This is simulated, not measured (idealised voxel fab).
The following is a process module called voxel lift off.
195 nm wide, 5 nm square cells: that's cross-section cut.
We lay out every cross-section as a grid of square cells and spell it out in bands from the top down, where one band means one or more rows of cells.
First you get the band's top height and its bottom height, in nm, and then the materials it's made of, left to right, with each width in nm. If you see a single material with "edge to edge", that one covers the band edge to edge. "air" is empty space.
Below 0: as-received wafer, all one material; heights counted from there. Lowest band: no bottom, goes on down, written "0 nm and below".
When a width is written as two numbers, as in "30..40", the first number is the width in the top row of cells of the band and the second is the width in its bottom row, and the width changes by the same amount from each row to the next.
"no modifications" (step): cross-section cells unchanged, all of them.
Each empty space that has no open way to the top and spans at least 8 cells appears under "Completely sealed voids" as width x height at distance, the distance counted from the left edge, all in nm.
Where a step's line continues beyond its settings, the continuation is a remark by the simulator itself on that step.
overlay nm: on a step with a mask, how far right of its planned place the mask lay; negative means left.
**plan**
step 1: RECEIVE [material Si]
step 2: CONFORMAL_DEP [material Al2O3] [thk nm 15]
step 3: PATTERN [tone open] [mask id LINES] [material resist] [width nm 15] [pitch nm 45] [thk nm 30] [overlay nm 0]
step 4: DIRECTIONAL_DEP [material Ru] [thk nm 15]
step 5: STRIP [etch materials resist]
step 6: CONFORMAL_DEP [material SiN] [thk nm 5]
**The cross-section here shows the wafer as received, i.e. in its state after step 1**
    0 nm and below = Si edge to edge
    Completely sealed voids: none
**Cross-section, end of module. Start: as above. Plan: as above. Execution: one mistake**
    20 nm to 15 nm = SiN edge to edge
    15 nm to 0 nm = Al2O3 edge to edge
    0 nm and below = Si edge to edge
    Completely sealed voids: none
Deviation noted in wafer processing: yeah, step 4 of the plan got skipped, never ran
